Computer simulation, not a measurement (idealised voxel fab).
Process module name: voxel trench capacitor
Cross-sectional view cut (width: 270 nm; square cell size: 5 nm).
Cross-section, as written here: a square-cell grid given band by band from the top down, where a band holds one or more rows of cells.
Band: top and bottom heights (nm) first, top before bottom; then materials from left to right, widths in nm. "all across" marks a sole material filling the band edge to edge. "blank" denotes empty space.
The reference from which all heights are counted is 0, the level beneath which the as-received wafer is entirely one material; the lowest band, having no lower bound, proceeds downward and is written after the example "0 and below".
Graded width ("30..40"): value in top row of band = first number; value in bottom row = second number; row-to-row change constant.
Where the words "remains unaltered" appear for a step, the cross-section shows no cell changed by that step; every cell remained as before.
"Closed internal voids" lists enclosed empty spaces (at least 8 cells, no open path upward to the top), each as width x height at distance from the left edge, in nm.
On a step's line, text after the settings is the simulator commenting on that step.
"overlay nm" answers the question of how far to the right of plan the mask lay on a step that has a mask, and when it is negative the answer is to the left.
-- Set out below are the planned steps of the process
1. RECEIVE (material Si)
2. CONFORMAL_DEP (material SiN; thk nm 10)
3. DIRECTIONAL_DEP (material aC; thk nm 15)
4. PATTERN (tone open; mask id TRENCH; material resist; width nm 25; pitch nm 40; thk nm 35; overlay nm 0)
5. DIRECTIONAL_ETCH (etch materials aC; depth nm 15)
6. STRIP (etch materials resist)
7. DIRECTIONAL_ETCH (etch materials SiN; depth nm 10)
8. DIRECTIONAL_ETCH (etch materials Si; depth nm 30)
9. STRIP (etch materials aC)
10. CONFORMAL_DEP (material HfO2; thk nm 5)
11. CONFORMAL_DEP (material TiN; thk nm 5)
12. FILL_DEP (material W; thk nm 5)
13. CMP (height nm 10)
-- The following pertains to the first of two wafers, which was processed as planned
-- Wafer at receipt (post step 1), cross-section
    0 and below = Si all across
    Closed internal voids: none
-- How the wafer stands in section after step 2
    10 down to 0 = SiN all across
    below 0: unchanged
-- How the wafer stands in section after step 3
    25 down to 10 = aC all across
    below 10: unchanged
-- How the wafer stands in section after step 4
    60 down to 25 = resist 80 nm | blank 25 nm | resist 15 nm | blank 25 nm | resist 15 nm | blank 25 nm | resist 85 nm
    below 25: unchanged
-- How the wafer stands in section after step 5
    45 down to 25 = resist 80 nm | blank 25 nm | resist 15 nm | blank 25 nm | resist 15 nm | blank 25 nm | resist 85 nm
    25 down to 10 = aC 80 nm | blank 25 nm | aC 15 nm | blank 25 nm | aC 15 nm | blank 25 nm | aC 85 nm
    below 10: unchanged
-- How the wafer stands in section after step 6
    25 down to 10 = aC 80 nm | blank 25 nm | aC 15 nm | blank 25 nm | aC 15 nm | blank 25 nm | aC 85 nm
    below 10: unchanged
-- How the wafer stands in section after step 7
    25 down to 10 = aC 80 nm | blank 25 nm | aC 15 nm | blank 25 nm | aC 15 nm | blank 25 nm | aC 85 nm
    10 down to 0 = SiN 80 nm | blank 25 nm | SiN 15 nm | blank 25 nm | SiN 15 nm | blank 25 nm | SiN 85 nm
    below 0: unchanged
-- How the wafer stands in section after step 8
    25 down to 10 = aC 80 nm | blank 25 nm | aC 15 nm | blank 25 nm | aC 15 nm | blank 25 nm | aC 85 nm
    10 down to 0 = SiN 80 nm | blank 25 nm | SiN 15 nm | blank 25 nm | SiN 15 nm | blank 25 nm | SiN 85 nm
    0 down to -30 = Si 80 nm | blank 25 nm | Si 15 nm | blank 25 nm | Si 15 nm | blank 25 nm | Si 85 nm
    below -30: unchanged
-- How the wafer stands in section after step 9
    10 down to 0 = SiN 80 nm | blank 25 nm | SiN 15 nm | blank 25 nm | SiN 15 nm | blank 25 nm | SiN 85 nm
    below 0: unchanged
-- How the wafer stands in section after step 10
    15 down to 10 = HfO2 85 nm | blank 15 nm | HfO2 25 nm | blank 15 nm | HfO2 25 nm | blank 15 nm | HfO2 90 nm
    10 down to 0 = SiN 80 nm | HfO2 5 nm | blank 15 nm | HfO2 5 nm | SiN 15 nm | HfO2 5 nm | blank 15 nm | HfO2 5 nm | SiN 15 nm | HfO2 5 nm | blank 15 nm | HfO2 5 nm | SiN 85 nm
    0 down to -25 = Si 80 nm | HfO2 5 nm | blank 15 nm | HfO2 5 nm | Si 15 nm | HfO2 5 nm | blank 15 nm | HfO2 5 nm | Si 15 nm | HfO2 5 nm | blank 15 nm | HfO2 5 nm | Si 85 nm
    -25 down to -30 = Si 80 nm | HfO2 25 nm | Si 15 nm | HfO2 25 nm | Si 15 nm | HfO2 25 nm | Si 85 nm
    below -30: unchanged
-- How the wafer stands in section after step 11
    20 down to 15 = TiN 90 nm | blank 5 nm | TiN 35 nm | blank 5 nm | TiN 35 nm | blank 5 nm | TiN 95 nm
    15 down to 10 = HfO2 85 nm | TiN 5 nm | blank 5 nm | TiN 5 nm | HfO2 25 nm | TiN 5 nm | blank 5 nm | TiN 5 nm | HfO2 25 nm | TiN 5 nm | blank 5 nm | TiN 5 nm | HfO2 90 nm
    10 down to 0 = SiN 80 nm | HfO2 5 nm | TiN 5 nm | blank 5 nm | TiN 5 nm | HfO2 5 nm | SiN 15 nm | HfO2 5 nm | TiN 5 nm | blank 5 nm | TiN 5 nm | HfO2 5 nm | SiN 15 nm | HfO2 5 nm | TiN 5 nm | blank 5 nm | TiN 5 nm | HfO2 5 nm | SiN 85 nm
    0 down to -20 = Si 80 nm | HfO2 5 nm | TiN 5 nm | blank 5 nm | TiN 5 nm | HfO2 5 nm | Si 15 nm | HfO2 5 nm | TiN 5 nm | blank 5 nm | TiN 5 nm | HfO2 5 nm | Si 15 nm | HfO2 5 nm | TiN 5 nm | blank 5 nm | TiN 5 nm | HfO2 5 nm | Si 85 nm
    -20 down to -25 = Si 80 nm | HfO2 5 nm | TiN 15 nm | HfO2 5 nm | Si 15 nm | HfO2 5 nm | TiN 15 nm | HfO2 5 nm | Si 15 nm | HfO2 5 nm | TiN 15 nm | HfO2 5 nm | Si 85 nm
    below -25: unchanged
-- How the wafer stands in section after step 12
    25 down to 20 = W all across
    20 down to 15 = TiN 90 nm | W 5 nm | TiN 35 nm | W 5 nm | TiN 35 nm | W 5 nm | TiN 95 nm
    15 down to 10 = HfO2 85 nm | TiN 5 nm | W 5 nm | TiN 5 nm | HfO2 25 nm | TiN 5 nm | W 5 nm | TiN 5 nm | HfO2 25 nm | TiN 5 nm | W 5 nm | TiN 5 nm | HfO2 90 nm
    10 down to 0 = SiN 80 nm | HfO2 5 nm | TiN 5 nm | W 5 nm | TiN 5 nm | HfO2 5 nm | SiN 15 nm | HfO2 5 nm | TiN 5 nm | W 5 nm | TiN 5 nm | HfO2 5 nm | SiN 15 nm | HfO2 5 nm | TiN 5 nm | W 5 nm | TiN 5 nm | HfO2 5 nm | SiN 85 nm
    0 down to -20 = Si 80 nm | HfO2 5 nm | TiN 5 nm | W 5 nm | TiN 5 nm | HfO2 5 nm | Si 15 nm | HfO2 5 nm | TiN 5 nm | W 5 nm | TiN 5 nm | HfO2 5 nm | Si 15 nm | HfO2 5 nm | TiN 5 nm | W 5 nm | TiN 5 nm | HfO2 5 nm | Si 85 nm
    below -20: unchanged
-- How the wafer stands in section after step 13
    10 down to 0 = SiN 80 nm | HfO2 5 nm | TiN 5 nm | W 5 nm | TiN 5 nm | HfO2 5 nm | SiN 15 nm | HfO2 5 nm | TiN 5 nm | W 5 nm | TiN 5 nm | HfO2 5 nm | SiN 15 nm | HfO2 5 nm | TiN 5 nm | W 5 nm | TiN 5 nm | HfO2 5 nm | SiN 85 nm
    below 0: unchanged
-- Okay, second wafer. Nothing different at the start, nothing different in the plan, just one mistake somewhere in the running. As far as step 12, counting that step, it's the first wafer all over again
Cross-section, second wafer, at the end time the plan gives for step 13: remains unaltered
The mistake made against the process plan was this: no execution of plan step 13; skipped
Bottom line after processing is that, in cells, the second wafer is up or down on some materials versus the first: HfO2 +45; TiN +57; W +60
